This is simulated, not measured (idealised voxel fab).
voxel trench capacitor: a process module
280 nm wide, 5 nm square cells: that's cross-section cut.
The cross-sections in this document take the form of a grid made of square cells. They are written out as bands, in order from top to bottom. Each band consists of one or more rows of cells.
For a band, the entry starts with two heights in nm, that of the top and then that of the bottom, and carries on with the band's materials in order from left to right, each alongside its width in nm; the word "edge to edge" beside a single material means it fills the band edge to edge, and "air" means empty space.
The reference from which all heights are counted is 0, the level beneath which the as-received wafer is entirely one material; the lowest band, having no lower bound, proceeds downward and is written after the example "top 0, no bottom".
You'd read "30..40" like this: the band's top row of cells is as wide as the first number, its bottom row is as wide as the second, and going down, every row changes width by the same amount as the row before did.
Where the words "nothing different" appear for a step, the cross-section shows no cell changed by that step; every cell remained as before.
"closed voids" lists enclosed empty spaces (at least 8 cells, no open path upward to the top), each as width x height at distance from the left edge, in nm.
Note: text after step settings on the step line = simulator remark on that step.
When a step includes a mask, the "overlay nm" setting on its line states how far to the right of its planned place that mask lay, and negative values state how far to the left.
### List of planned process steps
1: RECEIVE,material Si
2: CONFORMAL_DEP,material SiN,thk nm 10
3: MASKED_ETCH,tone open,mask id TRENCH,width nm 20,pitch nm 40,etch materials SiN,depth nm 10,overlay nm 0
4: MASKED_ETCH,tone open,mask id TRENCH,width nm 20,pitch nm 40,etch materials Si,depth nm 40,overlay nm 0
5: CONFORMAL_DEP,material SiO2,thk nm 5
6: FILL_DEP,material polySi,thk nm 10
7: CMP,height nm 10
### On the first of the two wafers: run conducted according to plan
### Received-state cross-section, reflecting completion of step 1
> top 0, no bottom | Si edge to edge
> closed voids: none
### Step 2 complete: cross-section through the wafer
> top 10, bottom 0 | SiN edge to edge
> Everything under 0 stays put, no change at all.
### Step 3 complete: cross-section through the wafer
> top 10, bottom 0 | SiN 90 nm / air 20 nm / SiN 20 nm / air 20 nm / SiN 20 nm / air 20 nm / SiN 90 nm
> Everything under 0 stays put, no change at all.
### Step 4 complete: cross-section through the wafer
> top 10, bottom 0 | SiN 90 nm / air 20 nm / SiN 20 nm / air 20 nm / SiN 20 nm / air 20 nm / SiN 90 nm
> top 0, bottom -40 | Si 90 nm / air 20 nm / Si 20 nm / air 20 nm / Si 20 nm / air 20 nm / Si 90 nm
> Everything under -40 stays put, no change at all.
### Step 5 complete: cross-section through the wafer
> top 15, bottom 10 | SiO2 95 nm / air 10 nm / SiO2 30 nm / air 10 nm / SiO2 30 nm / air 10 nm / SiO2 95 nm
> top 10, bottom 0 | SiN 90 nm / SiO2 5 nm / air 10 nm / SiO2 5 nm / SiN 20 nm / SiO2 5 nm / air 10 nm / SiO2 5 nm / SiN 20 nm / SiO2 5 nm / air 10 nm / SiO2 5 nm / SiN 90 nm
> top 0, bottom -35 | Si 90 nm / SiO2 5 nm / air 10 nm / SiO2 5 nm / Si 20 nm / SiO2 5 nm / air 10 nm / SiO2 5 nm / Si 20 nm / SiO2 5 nm / air 10 nm / SiO2 5 nm / Si 90 nm
> top -35, bottom -40 | Si 90 nm / SiO2 20 nm / Si 20 nm / SiO2 20 nm / Si 20 nm / SiO2 20 nm / Si 90 nm
> Everything under -40 stays put, no change at all.
### Step 6 complete: cross-section through the wafer
> top 25, bottom 15 | polySi edge to edge
> top 15, bottom 10 | SiO2 95 nm / polySi 10 nm / SiO2 30 nm / polySi 10 nm / SiO2 30 nm / polySi 10 nm / SiO2 95 nm
> top 10, bottom 0 | SiN 90 nm / SiO2 5 nm / polySi 10 nm / SiO2 5 nm / SiN 20 nm / SiO2 5 nm / polySi 10 nm / SiO2 5 nm / SiN 20 nm / SiO2 5 nm / polySi 10 nm / SiO2 5 nm / SiN 90 nm
> top 0, bottom -35 | Si 90 nm / SiO2 5 nm / polySi 10 nm / SiO2 5 nm / Si 20 nm / SiO2 5 nm / polySi 10 nm / SiO2 5 nm / Si 20 nm / SiO2 5 nm / polySi 10 nm / SiO2 5 nm / Si 90 nm
> Everything under -35 stays put, no change at all.
### Step 7 complete: cross-section through the wafer
> top 10, bottom 0 | SiN 90 nm / SiO2 5 nm / polySi 10 nm / SiO2 5 nm / SiN 20 nm / SiO2 5 nm / polySi 10 nm / SiO2 5 nm / SiN 20 nm / SiO2 5 nm / polySi 10 nm / SiO2 5 nm / SiN 90 nm
> Everything under 0 stays put, no change at all.
### Second wafer: same start and same plan as the first, one execution error; identical to the first through step 2
### The second wafer cut through, at the time step 3 was supposed to be finished
> top 10, bottom 0 | SiN 95 nm / air 15 nm / SiN 25 nm / air 15 nm / SiN 25 nm / air 15 nm / SiN 90 nm
> Everything under 0 stays put, no change at all.
### The second wafer cut through, at the time step 4 was supposed to be finished
> top 10, bottom 0 | SiN 95 nm / air 15 nm / SiN 25 nm / air 15 nm / SiN 25 nm / air 15 nm / SiN 90 nm
> top 0, bottom -40 | Si 95 nm / air 15 nm / Si 25 nm / air 15 nm / Si 25 nm / air 15 nm / Si 90 nm
> Everything under -40 stays put, no change at all.
### The second wafer cut through, at the time step 5 was supposed to be finished
> top 15, bottom 10 | SiO2 100 nm / air 5 nm / SiO2 35 nm / air 5 nm / SiO2 35 nm / air 5 nm / SiO2 95 nm
> top 10, bottom 0 | SiN 95 nm / SiO2 5 nm / air 5 nm / SiO2 5 nm / SiN 25 nm / SiO2 5 nm / air 5 nm / SiO2 5 nm / SiN 25 nm / SiO2 5 nm / air 5 nm / SiO2 5 nm / SiN 90 nm
> top 0, bottom -35 | Si 95 nm / SiO2 5 nm / air 5 nm / SiO2 5 nm / Si 25 nm / SiO2 5 nm / air 5 nm / SiO2 5 nm / Si 25 nm / SiO2 5 nm / air 5 nm / SiO2 5 nm / Si 90 nm
> top -35, bottom -40 | Si 95 nm / SiO2 15 nm / Si 25 nm / SiO2 15 nm / Si 25 nm / SiO2 15 nm / Si 90 nm
> Everything under -40 stays put, no change at all.
### The second wafer cut through, at the time step 6 was supposed to be finished
> top 25, bottom 15 | polySi edge to edge
> top 15, bottom 10 | SiO2 100 nm / polySi 5 nm / SiO2 35 nm / polySi 5 nm / SiO2 35 nm / polySi 5 nm / SiO2 95 nm
> top 10, bottom 0 | SiN 95 nm / SiO2 5 nm / polySi 5 nm / SiO2 5 nm / SiN 25 nm / SiO2 5 nm / polySi 5 nm / SiO2 5 nm / SiN 25 nm / SiO2 5 nm / polySi 5 nm / SiO2 5 nm / SiN 90 nm
> top 0, bottom -35 | Si 95 nm / SiO2 5 nm / polySi 5 nm / SiO2 5 nm / Si 25 nm / SiO2 5 nm / polySi 5 nm / SiO2 5 nm / Si 25 nm / SiO2 5 nm / polySi 5 nm / SiO2 5 nm / Si 90 nm
> Everything under -35 stays put, no change at all.
### The second wafer cut through, at the time step 7 was supposed to be finished
> top 10, bottom 0 | SiN 95 nm / SiO2 5 nm / polySi 5 nm / SiO2 5 nm / SiN 25 nm / SiO2 5 nm / polySi 5 nm / SiO2 5 nm / SiN 25 nm / SiO2 5 nm / polySi 5 nm / SiO2 5 nm / SiN 90 nm
> Everything under 0 stays put, no change at all.
Plan not followed: for step 3, the planned setting was not used; the step was instead run as MASKED_ETCH,tone open,mask id TRENCH,width nm 15,pitch nm 40,etch materials SiN,depth nm 10,overlay nm 0
Final wafer comparison in cells, second versus first, more or fewer per material: 24 more of Si | 6 more of SiN | 3 fewer of SiO2 | 27 fewer of polySi
